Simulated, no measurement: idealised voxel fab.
process module | voxel capacitor over wiring
cross-section cut | 165 nm wide | cells 5 nm
A cross-section is a grid of square cells, given in bands from the top down. A band is one or more rows of cells.
Each band's line starts with the height of the band's top and of its bottom, in nm. Then come its materials from left to right, each with its width in nm. One material with "throughout" fills the band from edge to edge. "air" is empty space.
Height 0 is the level under which the wafer as received is all one material. The lowest band goes on downwards, as in "0 down".
A width such as "30 to 40" changes by the same amount from each row of cells to the next, from the band's top row to its bottom row.
"no change" after a step means that no cell of the cross-section changed.
closed voids: empty space of 8 cells or more with no open way to the top, each as width x height at its distance from the left edge, in nm
after a step's settings: what the simulator itself notes on the step
overlay nm, on a step with a mask: how far to the right of its planned place the mask lay; to the left if negative
plan
1 op RECEIVE | material Si
2 op CONFORMAL_DEP | material SiO2 | thk nm 15
3 op CONFORMAL_DEP | material SiCN | thk nm 5
4 op DIRECTIONAL_DEP | material SiO2 | thk nm 25
5 op PATTERN | tone open | mask id METAL_1 | material resist | width nm 30 | pitch nm 95 | thk nm 15 | overlay nm 0
6 op DIRECTIONAL_ETCH | etch materials SiO2 | depth nm 25
7 op DIRECTIONAL_ETCH | etch materials SiCN | depth nm 5
8 op STRIP | etch materials resist
9 op CONFORMAL_DEP | material TiN | thk nm 5
10 op FILL_DEP | material Ru | thk nm 5
11 op CMP | height nm 45
12 op EPI | material Ru | thk nm 5
13 op FILL_DEP | material SiCN | thk nm 5
14 op DIRECTIONAL_DEP | material SiO2 | thk nm 20
15 op DIRECTIONAL_DEP | material aC | thk nm 10
16 op PATTERN | tone open | mask id PLUG_1 | material resist | width nm 15 | thk nm 25 | overlay nm 0
17 op DIRECTIONAL_ETCH | etch materials aC | depth nm 10
18 op STRIP | etch materials resist
19 op DIRECTIONAL_ETCH | etch materials SiO2 | depth nm 20
20 op DIRECTIONAL_ETCH | etch materials SiCN | depth nm 5
21 op STRIP | etch materials aC
22 op CONFORMAL_DEP | material TiN | thk nm 5
23 op FILL_DEP | material W | thk nm 5
24 op CMP | height nm 75
25 op DIRECTIONAL_DEP | material TiN | thk nm 5
26 op DIRECTIONAL_DEP | material SiN | thk nm 5
27 op DIRECTIONAL_DEP | material TiN | thk nm 10
28 op MASKED_ETCH | tone cover | mask id UPPER_PLATE | width nm 70 | etch materials TiN | depth nm 10 | overlay nm 0
29 op MASKED_ETCH | tone cover | mask id UPPER_PLATE | width nm 70 | etch materials SiN | depth nm 5 | overlay nm 0
30 op PATTERN | tone cover | mask id LOWER_PLATE | material resist | width nm 80 | thk nm 15 | overlay nm 0
31 op DIRECTIONAL_ETCH | etch materials TiN | depth nm 5
32 op STRIP | etch materials resist
33 op FILL_DEP | material SiO2 | thk nm 15
34 op CMP | height nm 105
35 op PATTERN | tone open | mask id PLUG_2 | material resist | width nm 15 | thk nm 20 | overlay nm 0
36 op DIRECTIONAL_ETCH | etch materials SiO2 | depth nm 10
37 op STRIP | etch materials resist
38 op CONFORMAL_DEP | material TiN | thk nm 5
39 op FILL_DEP | material Cu | thk nm 5
40 op CMP | height nm 105
41 op CONFORMAL_DEP | material SiCN | thk nm 5
as received, after step 1
  0 down: Si throughout
  closed voids: none
a wafer at the end: this start, this plan, one mistake
  110 to 105: SiCN throughout
  105 to 100: SiO2 45 | TiN 5 | Cu 5 | TiN 5 | SiO2 105
  100 to 95: SiO2 45 | TiN 15 | SiO2 105
  95 to 90: SiO2 30 | TiN 5 | SiO2 70 | TiN 5 | SiO2 55
  90 to 85: TiN 35 | SiO2 70 | TiN 60
  85 to 80: SiN throughout
  80 to 75: TiN throughout
  75 to 55: SiO2 35 | TiN 5 | W 5 | TiN 5 | SiO2 115
  55 to 50: SiCN 35 | TiN 15 | SiCN 115
  50 to 45: SiCN 15 | Ru 40 | SiCN 55 | Ru 40 | SiCN 15
  45 to 20: SiO2 20 | TiN 5 | Ru 20 | TiN 5 | SiO2 65 | TiN 5 | Ru 20 | TiN 5 | SiO2 20
  20 to 15: SiCN 20 | TiN 30 | SiCN 65 | TiN 30 | SiCN 20
  15 to 0: SiO2 throughout
  0 down: Si throughout
  closed voids: none
what went wrong: step 28 ran as: op MASKED_ETCH | tone open | mask id UPPER_PLATE | width nm 70 | etch materials TiN | depth nm 10 | overlay nm 0
